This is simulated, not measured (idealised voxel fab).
process module | voxel self aligned vias
cross-section cut | 285 nm wide | cells 5 nm
A cross-section is a grid of square cells, given in bands from the top down. A band is one or more rows of cells.
Each band's line starts with the height of the band's top and of its bottom, in nm. Then come its materials from left to right, each with its width in nm. One material with "throughout" fills the band from edge to edge. "air" is empty space.
Height 0 is the level under which the wafer as received is all one material. The lowest band goes on downwards, as in "0 down".
A width such as "30 to 40" changes by the same amount from each row of cells to the next, from the band's top row to its bottom row.
"no change" after a step means that no cell of the cross-section changed.
closed voids: empty space of 8 cells or more with no open way to the top, each as width x height at its distance from the left edge, in nm
after a step's settings: what the simulator itself notes on the step
overlay nm, on a step with a mask: how far to the right of its planned place the mask lay; to the left if negative
plan
1 op RECEIVE | material Si
2 op CONFORMAL_DEP | material SiO2 | thk nm 15
3 op CONFORMAL_DEP | material SiCN | thk nm 5
4 op DIRECTIONAL_DEP | material SiO2 | thk nm 25
5 op DIRECTIONAL_DEP | material aC | thk nm 15
6 op PATTERN | tone open | mask id LINES | material resist | width nm 25 | pitch nm 60 | thk nm 35 | overlay nm 0
7 op DIRECTIONAL_ETCH | etch materials aC | depth nm 15
8 op STRIP | etch materials resist
9 op DIRECTIONAL_ETCH | etch materials SiO2 | depth nm 25
10 op STRIP | etch materials aC
11 op CONFORMAL_DEP | material TiN | thk nm 5
12 op FILL_DEP | material W | thk nm 5
13 op CMP | height nm 45
14 op SELECTIVE_ETCH | etch materials W Ru TiN | depth nm 10
15 op FILL_DEP | material SiN | thk nm 5
16 op CMP | height nm 45
17 op DIRECTIONAL_DEP | material SiO2 | thk nm 15
18 op MASKED_ETCH | tone open | mask id VIAS | width nm 35 | etch materials SiO2 | depth nm 15 | overlay nm 0
19 op MASKED_ETCH | tone open | mask id VIAS | width nm 35 | etch materials SiN | depth nm 10 | overlay nm 0
20 op CONFORMAL_DEP | material TiN | thk nm 5
21 op FILL_DEP | material Ru | thk nm 5
22 op CMP | height nm 60
23 op CONFORMAL_DEP | material SiN | thk nm 5
as received, after step 1
  0 down: Si throughout
  closed voids: none
a wafer at the end: this start, this plan, one mistake
  65 to 60: SiN throughout
  60 to 45: SiO2 95 | TiN 5 | Ru 25 | TiN 5 | SiO2 155
  45 to 40: SiN 95 | TiN 10 | Ru 15 | TiN 10 | SiN 155
  40 to 35: SiO2 100 | TiN 25 | SiO2 35 | SiN 25 | SiO2 100
  35 to 25: SiO2 100 | TiN 5 | W 15 | TiN 5 | SiO2 35 | TiN 5 | W 15 | TiN 5 | SiO2 100
  25 to 20: SiO2 100 | TiN 25 | SiO2 35 | TiN 25 | SiO2 100
  20 to 15: SiCN throughout
  15 to 0: SiO2 throughout
  0 down: Si throughout
  closed voids: none
what went wrong: step 4 ran as: op DIRECTIONAL_DEP | material SiO2 | thk nm 20
